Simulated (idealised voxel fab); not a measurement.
Presented below is a process module, voxel fin reveal.
In the cross-section labelled cut, the width is 210 nm and each square cell is 5 nm.
Cross-sections here: square-cell grids, written as top-down lists of bands, a band being one or more rows of cells. First you get the band's top height and its bottom height, in nm, and then the materials it's made of, left to right, with each width in nm. If you see a single material with "full width", that one covers the band edge to edge. "blank" is empty space. Beneath 0, the wafer as received is one material, and that level is where height counting begins. The lowest band goes on downward without a bottom; it is written like "0 nm and below". So if you see something like "30..40" for the width, read it as the top row of the band sitting at the first number and the bottom row at the second, with every row in between moving by the same amount as the last. Any step labelled "no alteration" changed none of the cells in the cross-section. Look at "Fully enclosed voids" for the closed voids: empty spaces with no open path to the top, sized 8 cells or up. Each is width x height at distance, distance from the left edge, all nm. Step line, after settings: the simulator's comment on this step. overlay nm: step with mask; distance mask lay right of planned place; negative value = left of planned place.

-- The planned process steps are enumerated hereunder
1. RECEIVE (material Si)
2. CONFORMAL_DEP (material SiN; thk nm 10)
3. MASKED_ETCH (tone cover; mask id FINS; width nm 15; pitch nm 40; etch materials SiN; depth nm 10; overlay nm 0)
4. MASKED_ETCH (tone cover; mask id FINS; width nm 15; pitch nm 40; etch materials Si; depth nm 40; overlay nm 0)
5. FILL_DEP (material SiO2; thk nm 10)
6. CMP (height nm 10)
7. SELECTIVE_ETCH (etch materials SiO2; depth nm 35)
8. STRIP (etch materials SiN)

-- Step 1 complete: cross-section of the wafer as received
    0 nm and below | Si full width
    Fully enclosed voids: none

-- Here's the wafer cut in cross-section after the module, started and planned just like above, except one thing was done wrong in the run
    0 nm to -25 nm | 75 of blank, then 15 of Si, then 25 of blank, then 15 of Si, then 80 of blank
    -25 nm to -80 nm | 75 of SiO2, then 15 of Si, then 25 of SiO2, then 15 of Si, then 80 of SiO2
    -80 nm and below | Si full width
    Fully enclosed voids: none
Processing error: step 4 from the plan got run twice
